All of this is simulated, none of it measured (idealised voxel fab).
The process module that follows is named voxel trench capacitor.
Cross-section cut spans 235 nm and uses square cells 5 nm in size.
A cross-section is a grid of square cells, given in bands from the top down. A band is one or more rows of cells. This entry defines a band. It first specifies the height of the band's top and the height of its bottom in nm, and then specifies the band's materials from left to right, stating each material with its width in nm. The word "throughout" identifies a single material that fills the band from edge to edge, while the word "empty" identifies empty space. For the purposes of this specification, 0 denotes the height below which the wafer in its as-received condition is composed wholly of one material, and the lowermost band, lacking a lower limit, extends downward without end, as expressed in "0..down". The expression "30 to 40" gives the width at the extremes of the band, the first number at its top row of cells and the second at its bottom row, with the width changing by equal amounts from each row to the next in between. "remains unaltered", as given for a step, is the statement that not any cell of the cross-section underwent a change during that step. The label "Completely sealed voids" introduces a list of the empty spaces, 8 cells or larger, that have no open way up to the top; each entry in it reads width x height at distance, where the distance is taken from the left edge and all three are stated in nm. Past the settings on a step's line: simulator remark, on that step. "overlay nm" denotes, for a step that has a mask, the displacement of the mask to the right of its planned place, with negative values corresponding to the left.
## The steps planned for the process are as follows
1: RECEIVE, material Si
2: CONFORMAL_DEP, material SiN, thk nm 5
3: MASKED_ETCH, tone open, mask id TRENCH, width nm 25, pitch nm 55, etch materials SiN, depth nm 5, overlay nm 0
4: MASKED_ETCH, tone open, mask id TRENCH, width nm 25, pitch nm 55, etch materials Si, depth nm 40, overlay nm 0
5: CONFORMAL_DEP, material Al2O3, thk nm 5
6: FILL_DEP, material polySi, thk nm 10
7: CMP, height nm 5
## Cross-section of the incoming wafer, state after step 1
* 0..down: Si throughout
* Completely sealed voids: none
## Figure: cross-sectional view of the wafer upon completion of the module, processed from the initial state and according to the plan depicted above, with one error introduced during execution
* 5..0: Al2O3 (50), SiN (25), Al2O3 (30), SiN (25), Al2O3 (30), SiN (25), Al2O3 (50)
* 0..down: Si throughout
* Completely sealed voids: none
What went wrong in running the wafer? off-plan run, step 3, actual operation and settings MASKED_ETCH, tone cover, mask id TRENCH, width nm 25, pitch nm 55, etch materials SiN, depth nm 5, overlay nm 0
